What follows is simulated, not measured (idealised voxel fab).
Name of the process module below: voxel spacer lines
It is cross-section cut that appears here, measuring 280 nm in width, its square cells being 5 nm in size.
Throughout this document, each cross-section is represented as a grid of square cells and is presented as a sequence of bands enumerated from the top downward, where a band comprises one or more rows of cells.
This entry defines a band. It first specifies the height of the band's top and the height of its bottom in nm, and then specifies the band's materials from left to right, stating each material with its width in nm. The word "throughout" identifies a single material that fills the band from edge to edge, while the word "blank" identifies empty space.
It should be noted that heights are counted from 0, beneath which the wafer as supplied is of one material throughout, and that the lowest band possesses no lower boundary but continues downward, as written in "0 nm and below".
A two-number width, for instance "30->40", indicates that the width is equal to the first number in the top row of the band and to the second number in the bottom row, and that it changes by a constant amount per row of cells.
The cross-section has no changed cell in any step marked "remained unchanged".
In "Enclosed cavities" the enclosed voids are listed, meaning empty spaces of 8 cells or larger without any opening to the top. The form is width x height at distance, distance from the left edge, units nm.
What comes after the settings on a step's line is commentary from the simulator itself on that step.
When a step includes a mask, the "overlay nm" setting on its line states how far to the right of its planned place that mask lay, and negative values state how far to the left.

The following list gives the planned process steps:
- 1: RECEIVE,material Si
- 2: CONFORMAL_DEP,material Al2O3,thk nm 10
- 3: DIRECTIONAL_DEP,material polySi,thk nm 10
- 4: DIRECTIONAL_DEP,material aC,thk nm 30
- 5: PATTERN,tone cover,mask id MANDREL,material resist,width nm 15,pitch nm 60,thk nm 40,overlay nm 0
- 6: DIRECTIONAL_ETCH,etch materials aC,depth nm 30
- 7: STRIP,etch materials resist
- 8: CONFORMAL_DEP,material SiN,thk nm 15
- 9: DIRECTIONAL_ETCH,etch materials SiN,depth nm 15
- 10: STRIP,etch materials aC
- 11: DIRECTIONAL_ETCH,etch materials polySi,depth nm 10
- 12: STRIP,etch materials SiN

Cross-section of the wafer as it came to us, i.e., already through step 1:
> 0 nm and below  Si throughout
> Enclosed cavities: none

First of two wafers, end-of-module section, run followed plan:
> 20 nm to 10 nm  85 nm blank, 15 nm polySi, 15 nm blank, 15 nm polySi, 15 nm blank, 15 nm polySi, 15 nm blank, 15 nm polySi, 90 nm blank
> 10 nm to 0 nm  Al2O3 throughout
> 0 nm and below  Si throughout
> Enclosed cavities: none

Cross-section, wafer two of two, end of module: same start and plan as wafer one, one error in execution:
> 15 nm to 10 nm  85 nm blank, 15 nm polySi, 15 nm blank, 15 nm polySi, 15 nm blank, 15 nm polySi, 15 nm blank, 15 nm polySi, 90 nm blank
> 10 nm to 0 nm  Al2O3 throughout
> 0 nm and below  Si throughout
> Enclosed cavities: none
Misprocessing identified: step 3 did not happen as planned, as run it was DIRECTIONAL_DEP,material polySi,thk nm 5
Count the cells at the end and the second wafer has more or fewer of some materials than the first: polySi -12
